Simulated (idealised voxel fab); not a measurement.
voxel gate over fins: a process module
For reference, the cross-section in this document is cut, with width 235 nm and square cells of 5 nm.
Heads up, the way a cross-section reads in here is a grid of square cells, handed over as bands from the top down, with every band being one or more rows of cells.
It is stipulated that each band's entry specify, in nanometres, the height of the top of the band and then that of its bottom, followed by the materials of the band in left-to-right sequence, each together with its width in nanometres. A single material marked by the word "all across" is understood to fill the band from edge to edge; the word "air" is understood to denote empty space.
Height reference: 0 = level under which incoming wafer is all one material. Lowest band: no bottom, runs on downward, e.g. "from 0 down".
Graded width ("30..40"): value in top row of band = first number; value in bottom row = second number; row-to-row change constant.
"nothing got changed" -> step changed no cross-section cell.
Entry "Closed void inventory". Content: empty spaces with no open connection to the top, size 8 cells or greater. Each: width x height at distance. Distance: from left edge. Unit: nm.
On each step's line, the part that comes after the settings is the simulator's own comment on the step.
overlay nm: for a step with a mask, the amount by which the mask lay right of where it was planned; a negative amount means left of it.
## Set out below are the planned steps of the process
1) RECEIVE: material Si
2) CONFORMAL_DEP: material SiN, thk nm 5
3) MASKED_ETCH: tone cover, mask id FINS, width nm 15, pitch nm 55, etch materials SiN, depth nm 5, overlay nm 0
4) MASKED_ETCH: tone cover, mask id FINS, width nm 15, pitch nm 55, etch materials Si, depth nm 40, overlay nm 0
5) OXIDIZE: depth nm 5
6) FILL_DEP: material SiO2, thk nm 10
7) CMP: height nm 5
8) PATTERN: tone open, mask id RAIL, material resist, width nm 15, thk nm 20, overlay nm 0
9) DIRECTIONAL_ETCH: etch materials SiO2, depth nm 40
10) STRIP: etch materials resist
11) CONFORMAL_DEP: material TiN, thk nm 5
12) FILL_DEP: material Ru, thk nm 5
13) CMP: height nm 5
14) SELECTIVE_ETCH: etch materials W Ru TiN, depth nm 25
15) FILL_DEP: material SiO2, thk nm 5
16) CMP: height nm 5
17) SELECTIVE_ETCH: etch materials SiO2, depth nm 15
18) STRIP: etch materials SiN
19) CONFORMAL_DEP: material HfO2, thk nm 5
20) CONFORMAL_DEP: material TiN, thk nm 5
21) CONFORMAL_DEP: material TiAl, thk nm 5
22) CONFORMAL_DEP: material TiN, thk nm 5
23) FILL_DEP: material W, thk nm 15
24) CMP: height nm 30
25) CONFORMAL_DEP: material SiN, thk nm 5
## First of two wafers - as planned
## Wafer as received: cross-section following step 1
	from 0 down = Si all across
	Closed void inventory: none
## Cross-sectional representation of the wafer at the conclusion of step 2
	from 5 to 0 = SiN all across
	Below 0 it's all the same as before, nothing changed down there.
## Cross-sectional representation of the wafer at the conclusion of step 3
	from 5 to 0 = 80 of air; 15 of SiN; 40 of air; 15 of SiN; 85 of air
	Below 0 it's all the same as before, nothing changed down there.
## Cross-sectional representation of the wafer at the conclusion of step 4
	from 5 to 0 = 80 of air; 15 of SiN; 40 of air; 15 of SiN; 85 of air
	from 0 to -40 = 80 of air; 15 of Si; 40 of air; 15 of Si; 85 of air
	Below -40 it's all the same as before, nothing changed down there.
## Cross-sectional representation of the wafer at the conclusion of step 5
	from 5 to 0 = 80 of air; 15 of SiN; 40 of air; 15 of SiN; 85 of air
	from 0 to -40 = 80 of air; 5 of SiO2; 5 of Si; 5 of SiO2; 40 of air; 5 of SiO2; 5 of Si; 5 of SiO2; 85 of air
	from -40 to -45 = 85 of SiO2; 5 of Si; 50 of SiO2; 5 of Si; 90 of SiO2
	Below -45 it's all the same as before, nothing changed down there.
## Cross-sectional representation of the wafer at the conclusion of step 6
	from 15 to 5 = SiO2 all across
	from 5 to 0 = 80 of SiO2; 15 of SiN; 40 of SiO2; 15 of SiN; 85 of SiO2
	from 0 to -45 = 85 of SiO2; 5 of Si; 50 of SiO2; 5 of Si; 90 of SiO2
	Below -45 it's all the same as before, nothing changed down there.
## Cross-sectional representation of the wafer at the conclusion of step 7
	from 5 to 0 = 80 of SiO2; 15 of SiN; 40 of SiO2; 15 of SiN; 85 of SiO2
	Below 0 it's all the same as before, nothing changed down there.
## Cross-sectional representation of the wafer at the conclusion of step 8
	from 25 to 5 = 105 of resist; 15 of air; 115 of resist
	Below 5 it's all the same as before, nothing changed down there.
## Cross-sectional representation of the wafer at the conclusion of step 9
	from 25 to 5 = 105 of resist; 15 of air; 115 of resist
	from 5 to 0 = 80 of SiO2; 15 of SiN; 10 of SiO2; 15 of air; 15 of SiO2; 15 of SiN; 85 of SiO2
	from 0 to -35 = 85 of SiO2; 5 of Si; 15 of SiO2; 15 of air; 20 of SiO2; 5 of Si; 90 of SiO2
	Below -35 it's all the same as before, nothing changed down there.
## Cross-sectional representation of the wafer at the conclusion of step 10
	from 5 to 0 = 80 of SiO2; 15 of SiN; 10 of SiO2; 15 of air; 15 of SiO2; 15 of SiN; 85 of SiO2
	Below 0 it's all the same as before, nothing changed down there.
## Cross-sectional representation of the wafer at the conclusion of step 11
	from 10 to 5 = 110 of TiN; 5 of air; 120 of TiN
	from 5 to 0 = 80 of SiO2; 15 of SiN; 10 of SiO2; 5 of TiN; 5 of air; 5 of TiN; 15 of SiO2; 15 of SiN; 85 of SiO2
	from 0 to -30 = 85 of SiO2; 5 of Si; 15 of SiO2; 5 of TiN; 5 of air; 5 of TiN; 20 of SiO2; 5 of Si; 90 of SiO2
	from -30 to -35 = 85 of SiO2; 5 of Si; 15 of SiO2; 15 of TiN; 20 of SiO2; 5 of Si; 90 of SiO2
	Below -35 it's all the same as before, nothing changed down there.
## Cross-sectional representation of the wafer at the conclusion of step 12
	from 15 to 10 = Ru all across
	from 10 to 5 = 110 of TiN; 5 of Ru; 120 of TiN
	from 5 to 0 = 80 of SiO2; 15 of SiN; 10 of SiO2; 5 of TiN; 5 of Ru; 5 of TiN; 15 of SiO2; 15 of SiN; 85 of SiO2
	from 0 to -30 = 85 of SiO2; 5 of Si; 15 of SiO2; 5 of TiN; 5 of Ru; 5 of TiN; 20 of SiO2; 5 of Si; 90 of SiO2
	Below -30 it's all the same as before, nothing changed down there.
## Cross-sectional representation of the wafer at the conclusion of step 13
	from 5 to 0 = 80 of SiO2; 15 of SiN; 10 of SiO2; 5 of TiN; 5 of Ru; 5 of TiN; 15 of SiO2; 15 of SiN; 85 of SiO2
	Below 0 it's all the same as before, nothing changed down there.
## Cross-sectional representation of the wafer at the conclusion of step 14
	from 5 to 0 = 80 of SiO2; 15 of SiN; 10 of SiO2; 15 of air; 15 of SiO2; 15 of SiN; 85 of SiO2
	from 0 to -20 = 85 of SiO2; 5 of Si; 15 of SiO2; 15 of air; 20 of SiO2; 5 of Si; 90 of SiO2
	Below -20 it's all the same as before, nothing changed down there.
## Cross-sectional representation of the wafer at the conclusion of step 15
	from 10 to 5 = SiO2 all across
	from 5 to 0 = 80 of SiO2; 15 of SiN; 40 of SiO2; 15 of SiN; 85 of SiO2
	from 0 to -20 = 85 of SiO2; 5 of Si; 50 of SiO2; 5 of Si; 90 of SiO2
	Below -20 it's all the same as before, nothing changed down there.
## Cross-sectional representation of the wafer at the conclusion of step 16
	from 5 to 0 = 80 of SiO2; 15 of SiN; 40 of SiO2; 15 of SiN; 85 of SiO2
	Below 0 it's all the same as before, nothing changed down there.
## Cross-sectional representation of the wafer at the conclusion of step 17
	from 5 to 0 = 80 of air; 15 of SiN; 40 of air; 15 of SiN; 85 of air
	from 0 to -10 = 85 of air; 5 of Si; 50 of air; 5 of Si; 90 of air
	Below -10 it's all the same as before, nothing changed down there.
## Cross-sectional representation of the wafer at the conclusion of step 18
	from 0 to -10 = 85 of air; 5 of Si; 50 of air; 5 of Si; 90 of air
	Below -10 it's all the same as before, nothing changed down there.
## Cross-sectional representation of the wafer at the conclusion of step 19
	from 5 to 0 = 80 of air; 15 of HfO2; 40 of air; 15 of HfO2; 85 of air
	from 0 to -5 = 80 of air; 5 of HfO2; 5 of Si; 5 of HfO2; 40 of air; 5 of HfO2; 5 of Si; 5 of HfO2; 85 of air
	from -5 to -10 = 85 of HfO2; 5 of Si; 50 of HfO2; 5 of Si; 90 of HfO2
	Below -10 it's all the same as before, nothing changed down there.
## Cross-sectional representation of the wafer at the conclusion of step 20
	from 10 to 5 = 75 of air; 25 of TiN; 30 of air; 25 of TiN; 80 of air
	from 5 to 0 = 75 of air; 5 of TiN; 15 of HfO2; 5 of TiN; 30 of air; 5 of TiN; 15 of HfO2; 5 of TiN; 80 of air
	from 0 to -5 = 80 of TiN; 5 of HfO2; 5 of Si; 5 of HfO2; 40 of TiN; 5 of HfO2; 5 of Si; 5 of HfO2; 85 of TiN
	Below -5 it's all the same as before, nothing changed down there.
## Cross-sectional representation of the wafer at the conclusion of step 21
	from 15 to 10 = 70 of air; 35 of TiAl; 20 of air; 35 of TiAl; 75 of air
	from 10 to 5 = 70 of air; 5 of TiAl; 25 of TiN; 5 of TiAl; 20 of air; 5 of TiAl; 25 of TiN; 5 of TiAl; 75 of air
	from 5 to 0 = 75 of TiAl; 5 of TiN; 15 of HfO2; 5 of TiN; 30 of TiAl; 5 of TiN; 15 of HfO2; 5 of TiN; 80 of TiAl
	Below 0 it's all the same as before, nothing changed down there.
## Cross-sectional representation of the wafer at the conclusion of step 22
	from 20 to 15 = 65 of air; 45 of TiN; 10 of air; 45 of TiN; 70 of air
	from 15 to 10 = 65 of air; 5 of TiN; 35 of TiAl; 5 of TiN; 10 of air; 5 of TiN; 35 of TiAl; 5 of TiN; 70 of air
	from 10 to 5 = 70 of TiN; 5 of TiAl; 25 of TiN; 5 of TiAl; 20 of TiN; 5 of TiAl; 25 of TiN; 5 of TiAl; 75 of TiN
	Below 5 it's all the same as before, nothing changed down there.
## Cross-sectional representation of the wafer at the conclusion of step 23
	from 35 to 20 = W all across
	from 20 to 15 = 65 of W; 45 of TiN; 10 of W; 45 of TiN; 70 of W
	from 15 to 10 = 65 of W; 5 of TiN; 35 of TiAl; 5 of TiN; 10 of W; 5 of TiN; 35 of TiAl; 5 of TiN; 70 of W
	Below 10 it's all the same as before, nothing changed down there.
## Cross-sectional representation of the wafer at the conclusion of step 24
	from 30 to 20 = W all across
	Below 20 it's all the same as before, nothing changed down there.
## Cross-sectional representation of the wafer at the conclusion of step 25
	from 35 to 30 = SiN all across
	Below 30 it's all the same as before, nothing changed down there.
## Okay, second wafer. Nothing different at the start, nothing different in the plan, just one mistake somewhere in the running. As far as step 18, counting that step, it's the first wafer all over again
Second wafer at the planned finish of step 19, seen in cross-section: nothing got changed
## Second wafer at the planned finish of step 20, seen in cross-section
	from 5 to 0 = 80 of air; 15 of TiN; 40 of air; 15 of TiN; 85 of air
	from 0 to -5 = 80 of air; 5 of TiN; 5 of Si; 5 of TiN; 40 of air; 5 of TiN; 5 of Si; 5 of TiN; 85 of air
	from -5 to -10 = 85 of TiN; 5 of Si; 50 of TiN; 5 of Si; 90 of TiN
	Below -10 it's all the same as before, nothing changed down there.
## Second wafer at the planned finish of step 21, seen in cross-section
	from 10 to 5 = 75 of air; 25 of TiAl; 30 of air; 25 of TiAl; 80 of air
	from 5 to 0 = 75 of air; 5 of TiAl; 15 of TiN; 5 of TiAl; 30 of air; 5 of TiAl; 15 of TiN; 5 of TiAl; 80 of air
	from 0 to -5 = 80 of TiAl; 5 of TiN; 5 of Si; 5 of TiN; 40 of TiAl; 5 of TiN; 5 of Si; 5 of TiN; 85 of TiAl
	Below -5 it's all the same as before, nothing changed down there.
## Second wafer at the planned finish of step 22, seen in cross-section
	from 15 to 10 = 70 of air; 35 of TiN; 20 of air; 35 of TiN; 75 of air
	from 10 to 5 = 70 of air; 5 of TiN; 25 of TiAl; 5 of TiN; 20 of air; 5 of TiN; 25 of TiAl; 5 of TiN; 75 of air
	from 5 to 0 = 75 of TiN; 5 of TiAl; 15 of TiN; 5 of TiAl; 30 of TiN; 5 of TiAl; 15 of TiN; 5 of TiAl; 80 of TiN
	Below 0 it's all the same as before, nothing changed down there.
## Second wafer at the planned finish of step 23, seen in cross-section
	from 30 to 15 = W all across
	from 15 to 10 = 70 of W; 35 of TiN; 20 of W; 35 of TiN; 75 of W
	from 10 to 5 = 70 of W; 5 of TiN; 25 of TiAl; 5 of TiN; 20 of W; 5 of TiN; 25 of TiAl; 5 of TiN; 75 of W
	Below 5 it's all the same as before, nothing changed down there.
Second wafer at the planned finish of step 24, seen in cross-section: nothing got changed
## Second wafer at the planned finish of step 25, seen in cross-section
	from 35 to 30 = SiN all across
	Below 30 it's all the same as before, nothing changed down there.
Processing error: it should be noted that step 19 of the plan was omitted and was not performed
FYI, end of process, the second wafer has more or fewer cells of some materials than the first: -55 HfO2, +55 W
